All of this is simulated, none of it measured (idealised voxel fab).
process module | voxel gate over fins
cross-section cut | 190 nm wide | cells 5 nm
A cross-section is a grid of square cells, given in bands from the top down. A band is one or more rows of cells.
Each band's line starts with the height of the band's top and of its bottom, in nm. Then come its materials from left to right, each with its width in nm. One material with "throughout" fills the band from edge to edge. "air" is empty space.
Height 0 is the level under which the wafer as received is all one material. The lowest band goes on downwards, as in "0 down".
A width such as "30 to 40" changes by the same amount from each row of cells to the next, from the band's top row to its bottom row.
"no change" after a step means that no cell of the cross-section changed.
closed voids: empty space of 8 cells or more with no open way to the top, each as width x height at its distance from the left edge, in nm
after a step's settings: what the simulator itself notes on the step
overlay nm, on a step with a mask: how far to the right of its planned place the mask lay; to the left if negative
plan
1 op RECEIVE | material Si
2 op CONFORMAL_DEP | material SiN | thk nm 10
3 op MASKED_ETCH | tone cover | mask id FINS | width nm 15 | pitch nm 50 | etch materials SiN | depth nm 10 | overlay nm 0
4 op MASKED_ETCH | tone cover | mask id FINS | width nm 15 | pitch nm 50 | etch materials Si | depth nm 35 | overlay nm -15
5 op OXIDIZE | depth nm 5
6 op FILL_DEP | material SiO2 | thk nm 15
7 op CMP | height nm 10
8 op PATTERN | tone open | mask id RAIL | material resist | width nm 15 | thk nm 15 | overlay nm 0
9 op DIRECTIONAL_ETCH | etch materials SiO2 | depth nm 40
10 op STRIP | etch materials resist
11 op CONFORMAL_DEP | material TiN | thk nm 5
12 op FILL_DEP | material Ru | thk nm 10
13 op CMP | height nm 10
14 op SELECTIVE_ETCH | etch materials W Ru TiN | depth nm 30
15 op FILL_DEP | material SiO2 | thk nm 5
16 op CMP | height nm 10
17 op SELECTIVE_ETCH | etch materials SiO2 | depth nm 25
18 op STRIP | etch materials SiN
19 op CONFORMAL_DEP | material HfO2 | thk nm 5
20 op CONFORMAL_DEP | material TiN | thk nm 5
21 op CONFORMAL_DEP | material TiAl | thk nm 5
22 op CONFORMAL_DEP | material TiN | thk nm 5
23 op FILL_DEP | material W | thk nm 10
24 op CMP | height nm 25
25 op CONFORMAL_DEP | material SiN | thk nm 5
varied across the wafers: overlay nm of step 4. The plan shows the first wafer's value. All wafers start alike
first wafer as received, after step 1
  0 down: Si throughout
  closed voids: none
first wafer at the end, after step 25
  30 to 25: SiN throughout
  25 to 20: W throughout
  20 to 15: W 45 | TiN 45 | W 5 | TiN 45 | W 50
  15 to 10: W 30 | TiN 20 | TiAl 35 | TiN 15 | TiAl 35 | TiN 5 | W 50
  10 to 5: W 30 | TiN 5 | TiAl 20 | TiN 25 | TiAl 25 | TiN 25 | TiAl 5 | TiN 5 | W 50
  5 to 0: TiN 35 | TiAl 5 | TiN 20 | HfO2 15 | TiN 5 | TiAl 10 | TiN 20 | HfO2 15 | TiN 5 | TiAl 5 | TiN 55
  0 to -5: TiAl 40 | TiN 5 | HfO2 20 | Si 5 | HfO2 5 | TiN 5 | TiAl 10 | TiN 5 | HfO2 20 | Si 5 | HfO2 5 | TiN 5 | TiAl 60
  -5 to -10: TiN 45 | HfO2 5 | Si 20 | HfO2 5 | TiN 20 | HfO2 5 | Si 20 | HfO2 5 | TiN 65
  -10 to -15: HfO2 50 | Si 20 | HfO2 30 | Si 20 | HfO2 70
  -15 to -20: SiO2 50 | Si 20 | SiO2 30 | Si 20 | SiO2 70
  -20 to -25: SiO2 50 | Si 20 | SiO2 15 | TiN 5 | Ru 5 | TiN 5 | Si 20 | SiO2 70
  -25 to -30: SiO2 50 | Si 20 | SiO2 15 | TiN 15 | Si 20 | SiO2 70
  -30 to -40: SiO2 50 | Si 20 | SiO2 30 | Si 20 | SiO2 70
  -40 down: Si throughout
  closed voids: none
last wafer at the end
  30 to 25: SiN throughout
  25 to 20: W throughout
  20 to 15: W 45 | TiN 45 | W 5 | TiN 45 | W 50
  15 to 10: W 45 | TiN 5 | TiAl 35 | TiN 15 | TiAl 35 | TiN 20 | W 35
  10 to 5: W 45 | TiN 5 | TiAl 5 | TiN 25 | TiAl 25 | TiN 25 | TiAl 20 | TiN 5 | W 35
  5 to 0: TiN 50 | TiAl 5 | TiN 5 | HfO2 15 | TiN 20 | TiAl 10 | TiN 5 | HfO2 15 | TiN 20 | TiAl 5 | TiN 40
  0 to -5: TiAl 55 | TiN 5 | HfO2 5 | Si 5 | HfO2 20 | TiN 5 | TiAl 10 | TiN 5 | HfO2 5 | Si 5 | HfO2 20 | TiN 5 | TiAl 45
  -5 to -10: TiN 60 | HfO2 5 | Si 20 | HfO2 5 | TiN 20 | HfO2 5 | Si 20 | HfO2 5 | TiN 50
  -10 to -15: HfO2 65 | Si 20 | HfO2 30 | Si 20 | HfO2 55
  -15 to -20: SiO2 65 | Si 20 | SiO2 30 | Si 20 | SiO2 55
  -20 to -25: SiO2 65 | Si 20 | TiN 5 | Ru 5 | TiN 5 | SiO2 15 | Si 20 | SiO2 55
  -25 to -30: SiO2 65 | Si 20 | TiN 15 | SiO2 15 | Si 20 | SiO2 55
  -30 to -40: SiO2 65 | Si 20 | SiO2 30 | Si 20 | SiO2 55
  -40 down: Si throughout
  closed voids: none
each wafer at the end: cells of each material gained (+) or lost (-) since it was received, then its closed voids
overlay nm -15 | +50 HfO2 | +1 Ru | -246 Si | +38 SiN | +144 SiO2 | +50 TiAl | +101 TiN | +90 W | closed voids: none
overlay nm -10 | +50 HfO2 | +1 Ru | -260 Si | +38 SiN | +154 SiO2 | +50 TiAl | +103 TiN | +92 W | closed voids: none
overlay nm -5 | +50 HfO2 | +1 Ru | -274 Si | +38 SiN | +164 SiO2 | +50 TiAl | +105 TiN | +94 W | closed voids: none
overlay nm 0 | +50 HfO2 | +1 Ru | -288 Si | +38 SiN | +174 SiO2 | +50 TiAl | +105 TiN | +98 W | closed voids: none
overlay nm 5 | +50 HfO2 | +1 Ru | -274 Si | +38 SiN | +164 SiO2 | +50 TiAl | +105 TiN | +94 W | closed voids: none
overlay nm 10 | +50 HfO2 | +1 Ru | -260 Si | +38 SiN | +154 SiO2 | +50 TiAl | +103 TiN | +92 W | closed voids: none
overlay nm 15 | +50 HfO2 | +1 Ru | -246 Si | +38 SiN | +144 SiO2 | +50 TiAl | +101 TiN | +90 W | closed voids: none
